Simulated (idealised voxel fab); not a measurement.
process module | voxel trench capacitor
cross-section cut | 285 nm wide | cells 5 nm
A cross-section is a grid of square cells, given in bands from the top down. A band is one or more rows of cells.
Each band's line starts with the height of the band's top and of its bottom, in nm. Then come its materials from left to right, each with its width in nm. One material with "throughout" fills the band from edge to edge. "air" is empty space.
Height 0 is the level under which the wafer as received is all one material. The lowest band goes on downwards, as in "0 down".
A width such as "30 to 40" changes by the same amount from each row of cells to the next, from the band's top row to its bottom row.
"no change" after a step means that no cell of the cross-section changed.
closed voids: empty space of 8 cells or more with no open way to the top, each as width x height at its distance from the left edge, in nm
after a step's settings: what the simulator itself notes on the step
overlay nm, on a step with a mask: how far to the right of its planned place the mask lay; to the left if negative
plan
1 op RECEIVE | material Si
2 op CONFORMAL_DEP | material SiN | thk nm 10
3 op MASKED_ETCH | tone open | mask id TRENCH | width nm 15 | pitch nm 35 | etch materials SiN | depth nm 10 | overlay nm 0
4 op MASKED_ETCH | tone open | mask id TRENCH | width nm 15 | pitch nm 35 | etch materials Si | depth nm 25 | overlay nm 0
5 op CONFORMAL_DEP | material Al2O3 | thk nm 5
6 op FILL_DEP | material polySi | thk nm 10
7 op CMP | height nm 10
first wafer, as planned
as received, after step 1
  0 down: Si throughout
  closed voids: none
after step 2
  10 to 0: SiN throughout
  below 0: unchanged
after step 3
  10 to 0: SiN 115 | air 15 | SiN 20 | air 15 | SiN 120
  below 0: unchanged
after step 4
  10 to 0: SiN 115 | air 15 | SiN 20 | air 15 | SiN 120
  0 to -25: Si 115 | air 15 | Si 20 | air 15 | Si 120
  below -25: unchanged
after step 5
  15 to 10: Al2O3 120 | air 5 | Al2O3 30 | air 5 | Al2O3 125
  10 to 0: SiN 115 | Al2O3 5 | air 5 | Al2O3 5 | SiN 20 | Al2O3 5 | air 5 | Al2O3 5 | SiN 120
  0 to -20: Si 115 | Al2O3 5 | air 5 | Al2O3 5 | Si 20 | Al2O3 5 | air 5 | Al2O3 5 | Si 120
  -20 to -25: Si 115 | Al2O3 15 | Si 20 | Al2O3 15 | Si 120
  below -25: unchanged
after step 6
  25 to 15: polySi throughout
  15 to 10: Al2O3 120 | polySi 5 | Al2O3 30 | polySi 5 | Al2O3 125
  10 to 0: SiN 115 | Al2O3 5 | polySi 5 | Al2O3 5 | SiN 20 | Al2O3 5 | polySi 5 | Al2O3 5 | SiN 120
  0 to -20: Si 115 | Al2O3 5 | polySi 5 | Al2O3 5 | Si 20 | Al2O3 5 | polySi 5 | Al2O3 5 | Si 120
  below -20: unchanged
after step 7
  10 to 0: SiN 115 | Al2O3 5 | polySi 5 | Al2O3 5 | SiN 20 | Al2O3 5 | polySi 5 | Al2O3 5 | SiN 120
  below 0: unchanged
second wafer: like start, like plan, one mistake. Through step 3 it matches the first wafer
when step 4 should have ended
  10 to 0: SiN 115 | air 15 | SiN 20 | air 15 | SiN 120
  0 to -50: Si 115 | air 15 | Si 20 | air 15 | Si 120
  below -50: unchanged
when step 5 should have ended
  15 to 10: Al2O3 120 | air 5 | Al2O3 30 | air 5 | Al2O3 125
  10 to 0: SiN 115 | Al2O3 5 | air 5 | Al2O3 5 | SiN 20 | Al2O3 5 | air 5 | Al2O3 5 | SiN 120
  0 to -45: Si 115 | Al2O3 5 | air 5 | Al2O3 5 | Si 20 | Al2O3 5 | air 5 | Al2O3 5 | Si 120
  -45 to -50: Si 115 | Al2O3 15 | Si 20 | Al2O3 15 | Si 120
  below -50: unchanged
when step 6 should have ended
  25 to 15: polySi throughout
  15 to 10: Al2O3 120 | polySi 5 | Al2O3 30 | polySi 5 | Al2O3 125
  10 to 0: SiN 115 | Al2O3 5 | polySi 5 | Al2O3 5 | SiN 20 | Al2O3 5 | polySi 5 | Al2O3 5 | SiN 120
  0 to -45: Si 115 | Al2O3 5 | polySi 5 | Al2O3 5 | Si 20 | Al2O3 5 | polySi 5 | Al2O3 5 | Si 120
  below -45: unchanged
when step 7 should have ended
  10 to 0: SiN 115 | Al2O3 5 | polySi 5 | Al2O3 5 | SiN 20 | Al2O3 5 | polySi 5 | Al2O3 5 | SiN 120
  below 0: unchanged
what went wrong: step 4 was run twice
at the end the second wafer has, in cells: 20 more of Al2O3 | 30 fewer of Si | 10 more of polySi
